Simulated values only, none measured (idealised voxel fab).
A process module follows: voxel wiring stack.
The width of the displayed cross-section, cut, is 260 nm; its cells are square, with a size of 5 nm.
Square cells in a grid make up a cross-section in this document, and the grid is given as bands, listed from the top down, each one or more rows of cells.
First you get the band's top height and its bottom height, in nm, and then the materials it's made of, left to right, with each width in nm. If you see a single material with "full width", that one covers the band edge to edge. "blank" is empty space.
Height datum 0, below which the as-received substrate wafer is one material. Lowest band open at the bottom, running downward: "from 0 down".
The notation "30..40" denotes a width that varies across the rows of cells in the band, beginning at the first number in the top row, finishing at the second number in the bottom row, and changing by an identical amount from each row to the next.
"no modification" means the step left every cell of the cross-section as it was.
"Catalogued sealed voids" lists enclosed empty spaces (at least 8 cells, no open path upward to the top), each as width x height at distance from the left edge, in nm.
Note: text after step settings on the step line = simulator remark on that step.
The "overlay nm" setting may appear on a step's line; for a step that uses a mask, it gives how far to the right of its planned position the mask lay, and a negative value indicates the left.

-- Set out below are the planned steps of the process
1. RECEIVE: material Si
2. CONFORMAL_DEP: material SiO2, thk nm 15
3. DIRECTIONAL_DEP: material TiN, thk nm 5
4. DIRECTIONAL_DEP: material W, thk nm 25
5. MASKED_ETCH: tone cover, mask id METAL_1, width nm 30, pitch nm 55, etch materials W, depth nm 25, overlay nm 0
6. MASKED_ETCH: tone cover, mask id METAL_1, width nm 30, pitch nm 55, etch materials TiN, depth nm 5, overlay nm 0
7. FILL_DEP: material lowk, thk nm 5
8. CMP: height nm 45
9. CONFORMAL_DEP: material SiCN, thk nm 5
10. DIRECTIONAL_DEP: material lowk, thk nm 10
11. MASKED_ETCH: tone open, mask id PLUG_1, width nm 15, etch materials lowk, depth nm 10, overlay nm 0
12. MASKED_ETCH: tone open, mask id PLUG_1, width nm 15, etch materials SiCN, depth nm 5, overlay nm 0
13. EPI: material Ru, thk nm 10
14. EPI: material Ru, thk nm 5
15. DIRECTIONAL_DEP: material TiN, thk nm 5
16. DIRECTIONAL_DEP: material W, thk nm 15
17. PATTERN: tone cover, mask id METAL_2, material resist, width nm 30, pitch nm 55, thk nm 15, overlay nm 0
18. DIRECTIONAL_ETCH: etch materials W, depth nm 15
19. DIRECTIONAL_ETCH: etch materials TiN, depth nm 5
20. STRIP: etch materials resist
21. FILL_DEP: material lowk, thk nm 10
22. CMP: height nm 80
23. CONFORMAL_DEP: material SiCN, thk nm 5
24. DIRECTIONAL_DEP: material lowk, thk nm 15
25. PATTERN: tone open, mask id PLUG_2, material resist, width nm 15, pitch nm 55, thk nm 20, overlay nm 0
26. DIRECTIONAL_ETCH: etch materials lowk, depth nm 15
27. DIRECTIONAL_ETCH: etch materials SiCN, depth nm 5
28. STRIP: etch materials resist
29. EPI: material Ru, thk nm 10
30. EPI: material Ru, thk nm 10
31. CONFORMAL_DEP: material SiCN, thk nm 5
32. DIRECTIONAL_DEP: material lowk, thk nm 20
33. DIRECTIONAL_DEP: material aC, thk nm 10
34. PATTERN: tone open, mask id METAL_3, material resist, width nm 30, pitch nm 55, thk nm 25, overlay nm 0
35. DIRECTIONAL_ETCH: etch materials aC, depth nm 10
36. STRIP: etch materials resist
37. DIRECTIONAL_ETCH: etch materials lowk, depth nm 20
38. DIRECTIONAL_ETCH: etch materials SiCN, depth nm 5
39. STRIP: etch materials aC
40. CONFORMAL_DEP: material TiN, thk nm 5
41. FILL_DEP: material Ru, thk nm 10
42. CMP: height nm 115
43. CONFORMAL_DEP: material SiCN, thk nm 5
44. DIRECTIONAL_DEP: material SiO2, thk nm 10
45. MASKED_ETCH: tone open, mask id PLUG_3, width nm 15, pitch nm 55, etch materials SiO2, depth nm 10, overlay nm 0
46. MASKED_ETCH: tone open, mask id PLUG_3, width nm 15, pitch nm 55, etch materials SiCN, depth nm 5, overlay nm 0
47. CONFORMAL_DEP: material TiN, thk nm 5
48. FILL_DEP: material W, thk nm 10
49. CMP: height nm 140
50. CONFORMAL_DEP: material SiN, thk nm 5
51. DIRECTIONAL_DEP: material SiO2, thk nm 20
52. PATTERN: tone open, mask id METAL_4, material resist, width nm 30, pitch nm 55, thk nm 20, overlay nm 0
53. DIRECTIONAL_ETCH: etch materials SiO2, depth nm 20
54. DIRECTIONAL_ETCH: etch materials SiN, depth nm 5
55. STRIP: etch materials resist
56. CONFORMAL_DEP: material TiN, thk nm 5
57. FILL_DEP: material Cu, thk nm 10
58. CMP: height nm 165
59. EPI: material Ru, thk nm 5
60. FILL_DEP: material SiCN, thk nm 5
The value of height nm given for step 42 in the plan refers to the first wafer; the wafers vary in this setting and are alike at the start.

-- Cross-section, first of several wafers, as delivered after step 1
  from 0 down: Si full width
  Catalogued sealed voids: none

-- After the module's final step, step 60: the first of several wafers in cross-section
  from 175 to 170: SiCN full width
  from 170 to 165: SiCN 80 nm / Ru 40 nm / SiCN 15 nm / Ru 40 nm / SiCN 85 nm
  from 165 to 145: SiO2 85 nm / TiN 5 nm / Cu 20 nm / TiN 5 nm / SiO2 25 nm / TiN 5 nm / Cu 20 nm / TiN 5 nm / SiO2 90 nm
  from 145 to 140: SiN 85 nm / TiN 30 nm / SiN 25 nm / TiN 30 nm / SiN 90 nm
  from 140 to 135: W full width
  from 135 to 130: TiN 90 nm / W 5 nm / TiN 50 nm / W 5 nm / TiN 110 nm
  from 130 to 120: SiO2 85 nm / TiN 5 nm / W 5 nm / TiN 5 nm / SiO2 40 nm / TiN 5 nm / W 5 nm / TiN 5 nm / SiO2 105 nm
  from 120 to 115: SiCN 85 nm / TiN 15 nm / SiCN 40 nm / TiN 15 nm / SiCN 105 nm
  from 115 to 105: lowk 85 nm / TiN 5 nm / Ru 20 nm / TiN 5 nm / lowk 25 nm / TiN 5 nm / Ru 20 nm / TiN 5 nm / lowk 90 nm
  from 105 to 100: SiCN 85 nm / TiN 30 nm / SiCN 25 nm / TiN 30 nm / SiCN 90 nm
  from 100 to 85: lowk 85 nm / Ru 15 nm / lowk 40 nm / Ru 15 nm / lowk 105 nm
  from 85 to 80: SiCN 85 nm / Ru 15 nm / SiCN 40 nm / Ru 15 nm / SiCN 105 nm
  from 80 to 65: lowk 85 nm / W 30 nm / lowk 25 nm / W 30 nm / lowk 90 nm
  from 65 to 60: lowk 85 nm / TiN 30 nm / lowk 25 nm / TiN 30 nm / lowk 90 nm
  from 60 to 50: lowk 85 nm / Ru 15 nm / lowk 160 nm
  from 50 to 45: SiCN 85 nm / Ru 15 nm / SiCN 160 nm
  from 45 to 20: lowk 85 nm / W 30 nm / lowk 25 nm / W 30 nm / lowk 90 nm
  from 20 to 15: lowk 85 nm / TiN 30 nm / lowk 25 nm / TiN 30 nm / lowk 90 nm
  from 15 to 0: SiO2 full width
  from 0 down: Si full width
  Catalogued sealed voids: none

-- At the end of the module, the last of several wafers in cross-section
  from 175 to 170: SiCN full width
  from 170 to 165: SiCN 80 nm / Ru 40 nm / SiCN 15 nm / Ru 40 nm / SiCN 85 nm
  from 165 to 145: SiO2 85 nm / TiN 5 nm / Cu 20 nm / TiN 5 nm / SiO2 25 nm / TiN 5 nm / Cu 20 nm / TiN 5 nm / SiO2 90 nm
  from 145 to 140: SiN 85 nm / TiN 30 nm / SiN 25 nm / TiN 30 nm / SiN 90 nm
  from 140 to 130: Ru full width
  from 130 to 125: TiN 90 nm / Ru 20 nm / TiN 35 nm / Ru 20 nm / TiN 95 nm
  from 125 to 105: lowk 85 nm / TiN 5 nm / Ru 20 nm / TiN 5 nm / lowk 25 nm / TiN 5 nm / Ru 20 nm / TiN 5 nm / lowk 90 nm
  from 105 to 100: SiCN 85 nm / TiN 30 nm / SiCN 25 nm / TiN 30 nm / SiCN 90 nm
  from 100 to 85: lowk 85 nm / Ru 15 nm / lowk 40 nm / Ru 15 nm / lowk 105 nm
  from 85 to 80: SiCN 85 nm / Ru 15 nm / SiCN 40 nm / Ru 15 nm / SiCN 105 nm
  from 80 to 65: lowk 85 nm / W 30 nm / lowk 25 nm / W 30 nm / lowk 90 nm
  from 65 to 60: lowk 85 nm / TiN 30 nm / lowk 25 nm / TiN 30 nm / lowk 90 nm
  from 60 to 50: lowk 85 nm / Ru 15 nm / lowk 160 nm
  from 50 to 45: SiCN 85 nm / Ru 15 nm / SiCN 160 nm
  from 45 to 20: lowk 85 nm / W 30 nm / lowk 25 nm / W 30 nm / lowk 90 nm
  from 20 to 15: lowk 85 nm / TiN 30 nm / lowk 25 nm / TiN 30 nm / lowk 90 nm
  from 15 to 0: SiO2 full width
  from 0 down: Si full width
  Catalogued sealed voids: none

-- End of module, by wafer: material-by-material cell gain (+) or loss (-) since receipt, then closed voids
height nm 115 | +32 Cu | +65 Ru | +269 SiCN | +40 SiN | +408 SiO2 | +136 TiN | +154 W | +716 lowk | Catalogued sealed voids: none
height nm 120 | +32 Cu | +73 Ru | +269 SiCN | +40 SiN | +408 SiO2 | +140 TiN | +102 W | +756 lowk | Catalogued sealed voids: none
height nm 125 | +32 Cu | +81 Ru | +269 SiCN | +40 SiN | +408 SiO2 | +94 TiN | +100 W | +796 lowk | Catalogued sealed voids: none
height nm 130 | +32 Cu | +89 Ru | +269 SiCN | +40 SiN | +362 SiO2 | +134 TiN | +98 W | +796 lowk | Catalogued sealed voids: none
height nm 135 | +32 Cu | +141 Ru | +269 SiCN | +40 SiN | +316 SiO2 | +130 TiN | +96 W | +796 lowk | Catalogued sealed voids: none
height nm 140 | +32 Cu | +193 Ru | +223 SiCN | +40 SiN | +316 SiO2 | +124 TiN | +96 W | +796 lowk | Catalogued sealed voids: none
